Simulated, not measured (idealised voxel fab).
The name of this process module is voxel wiring stack.
Each square cell in cross-section cut measures 5 nm, and the section as a whole is 285 nm wide.
Cross-section = grid of square cells, listed top down in bands; band = one or more rows. In this notation a band is specified by the heights of its top and bottom, in that order and in nm, after which its materials appear from left to right, each paired with its width in nm. The word "all across" attached to a single material means that material fills the band from edge to edge; the word "empty" stands for empty space. All heights in this document are referenced to 0, defined as the level beneath which the wafer, as received, consists entirely of one material. The lowest band is not bounded below; it extends indefinitely downward and is written in the form "z 0 and below". The two numbers in a width such as "30..40" mark its ends across the band: the first belongs to the top row of cells, the second to the bottom row, and from each row to the next the width moves by the same amount. When a step is marked "no alteration", none of the cells in the cross-section changed during that step. In the "Listed closed voids" entry, you get each enclosed empty space of 8 cells or more, one with no open way to the top, written width x height at distance, distance from the left edge, in nm. Past the settings on a step's line: simulator remark, on that step. overlay nm: how far to the right of its planned place the mask lay on this masked step (negative: to the left).
# Process steps foreseen in the plan
1: RECEIVE with material Si
2: CONFORMAL_DEP with material SiO2, thk nm 15
3: CONFORMAL_DEP with material SiCN, thk nm 5
4: DIRECTIONAL_DEP with material SiO2, thk nm 25
5: MASKED_ETCH with tone open, mask id METAL_1, width nm 25, pitch nm 40, etch materials SiO2, depth nm 25, overlay nm 0
6: MASKED_ETCH with tone open, mask id METAL_1, width nm 25, pitch nm 40, etch materials SiCN, depth nm 5, overlay nm 0
7: CONFORMAL_DEP with material TiN, thk nm 5
8: FILL_DEP with material Ru, thk nm 10
9: CMP with height nm 45
10: EPI with material Ru, thk nm 5
11: FILL_DEP with material SiCN, thk nm 5
12: DIRECTIONAL_DEP with material lowk, thk nm 35
13: MASKED_ETCH with tone open, mask id METAL_2, width nm 25, pitch nm 40, etch materials lowk, depth nm 20, overlay nm 0
14: MASKED_ETCH with tone open, mask id METAL_2_HOLES, width nm 15, pitch nm 80, etch materials lowk, depth nm 15, overlay nm 0
15: MASKED_ETCH with tone open, mask id METAL_2_HOLES, width nm 15, pitch nm 80, etch materials SiCN, depth nm 5, overlay nm 0
16: CONFORMAL_DEP with material TiN, thk nm 5
17: FILL_DEP with material Cu, thk nm 5
18: CMP with height nm 90
19: CONFORMAL_DEP with material SiCN, thk nm 5
20: DIRECTIONAL_DEP with material SiO2, thk nm 10
21: DIRECTIONAL_DEP with material aC, thk nm 15
22: PATTERN with tone open, mask id PLUG_2, material resist, width nm 15, pitch nm 40, thk nm 35, overlay nm 0
23: DIRECTIONAL_ETCH with etch materials aC, depth nm 15
24: STRIP with etch materials resist
25: DIRECTIONAL_ETCH with etch materials SiO2, depth nm 10
26: DIRECTIONAL_ETCH with etch materials SiCN, depth nm 5
27: STRIP with etch materials aC
28: EPI with material Ru, thk nm 10
29: EPI with material Ru, thk nm 5
30: CONFORMAL_DEP with material SiN, thk nm 5
31: DIRECTIONAL_DEP with material lowk, thk nm 20
32: DIRECTIONAL_DEP with material aC, thk nm 10
33: PATTERN with tone open, mask id METAL_3, material resist, width nm 25, pitch nm 40, thk nm 30, overlay nm 0
34: DIRECTIONAL_ETCH with etch materials aC, depth nm 10
35: STRIP with etch materials resist
36: DIRECTIONAL_ETCH with etch materials lowk, depth nm 20
37: DIRECTIONAL_ETCH with etch materials SiN, depth nm 5
38: STRIP with etch materials aC
39: CONFORMAL_DEP with material TiN, thk nm 5
40: FILL_DEP with material W, thk nm 10
41: CMP with height nm 130
42: CONFORMAL_DEP with material SiCN, thk nm 5
43: DIRECTIONAL_DEP with material lowk, thk nm 15
44: DIRECTIONAL_DEP with material aC, thk nm 15
45: PATTERN with tone open, mask id PLUG_3, material resist, width nm 15, pitch nm 80, thk nm 35, overlay nm 0
46: DIRECTIONAL_ETCH with etch materials aC, depth nm 15
47: STRIP with etch materials resist
48: DIRECTIONAL_ETCH with etch materials lowk, depth nm 15
49: DIRECTIONAL_ETCH with etch materials SiCN, depth nm 5
50: STRIP with etch materials aC
51: EPI with material Ru, thk nm 10
52: EPI with material Ru, thk nm 10
53: DIRECTIONAL_DEP with material TiN, thk nm 5
54: DIRECTIONAL_DEP with material Ru, thk nm 15
55: MASKED_ETCH with tone cover, mask id METAL_4, width nm 25, pitch nm 40, etch materials Ru, depth nm 15, overlay nm 0
56: MASKED_ETCH with tone cover, mask id METAL_4, width nm 25, pitch nm 40, etch materials TiN, depth nm 5, overlay nm 0
57: CONFORMAL_DEP with material SiCN, thk nm 5
58: FILL_DEP with material lowk, thk nm 10
59: CMP with height nm 170
60: CONFORMAL_DEP with material SiCN, thk nm 5
# As-received state of the wafer in cross-section, equivalent to post-step 1
* z 0 and below  Si all across
* Listed closed voids: none
# Starting wafer: above. Plan: above. Run: one mistake. Cross-section after the module: below
* z 175 to 170  SiCN all across
* z 170 to 155  65 of lowk / 5 of SiCN / 25 of Ru / 5 of SiCN / 5 of lowk / 5 of SiCN / 25 of Ru / 5 of SiCN / 5 of lowk / 5 of SiCN / 25 of Ru / 5 of SiCN / 5 of lowk / 5 of SiCN / 25 of Ru / 5 of SiCN / 65 of lowk
* z 155 to 150  70 of SiCN / 25 of TiN / 15 of SiCN / 25 of TiN / 15 of SiCN / 25 of TiN / 15 of SiCN / 25 of TiN / 70 of SiCN
* z 150 to 135  70 of lowk / 15 of Ru / 65 of lowk / 15 of Ru / 120 of lowk
* z 135 to 130  70 of SiCN / 15 of Ru / 65 of SiCN / 15 of Ru / 120 of SiCN
* z 130 to 110  70 of lowk / 5 of TiN / 15 of W / 5 of TiN / 15 of lowk / 5 of TiN / 15 of W / 5 of TiN / 15 of lowk / 5 of TiN / 15 of W / 5 of TiN / 15 of lowk / 5 of TiN / 15 of W / 5 of TiN / 70 of lowk
* z 110 to 105  70 of SiN / 25 of TiN / 15 of SiN / 25 of TiN / 15 of SiN / 25 of TiN / 15 of SiN / 25 of TiN / 70 of SiN
* z 105 to 95  70 of SiO2 / 5 of SiN / 5 of TiN / 5 of SiN / 25 of SiO2 / 5 of SiN / 5 of TiN / 5 of SiN / 25 of SiO2 / 5 of SiN / 5 of TiN / 5 of SiN / 25 of SiO2 / 5 of SiN / 5 of TiN / 5 of SiN / 80 of SiO2
* z 95 to 90  70 of SiCN / 5 of SiN / 5 of TiN / 5 of SiN / 25 of SiCN / 5 of SiN / 5 of TiN / 5 of SiN / 25 of SiCN / 5 of SiN / 5 of TiN / 5 of SiN / 25 of SiCN / 5 of SiN / 5 of TiN / 5 of SiN / 80 of SiCN
* z 90 to 55  lowk all across
* z 55 to 50  SiCN all across
* z 50 to 45  65 of SiCN / 35 of Ru / 5 of SiCN / 35 of Ru / 5 of SiCN / 35 of Ru / 5 of SiCN / 35 of Ru / 65 of SiCN
* z 45 to 20  70 of SiO2 / 5 of TiN / 15 of Ru / 5 of TiN / 15 of SiO2 / 5 of TiN / 15 of Ru / 5 of TiN / 15 of SiO2 / 5 of TiN / 15 of Ru / 5 of TiN / 15 of SiO2 / 5 of TiN / 15 of Ru / 5 of TiN / 70 of SiO2
* z 20 to 15  70 of SiCN / 25 of TiN / 15 of SiCN / 25 of TiN / 15 of SiCN / 25 of TiN / 15 of SiCN / 25 of TiN / 70 of SiCN
* z 15 to 0  SiO2 all across
* z 0 and below  Si all across
* Listed closed voids: none
Run error: heads up, step 12 of the plan got done twice
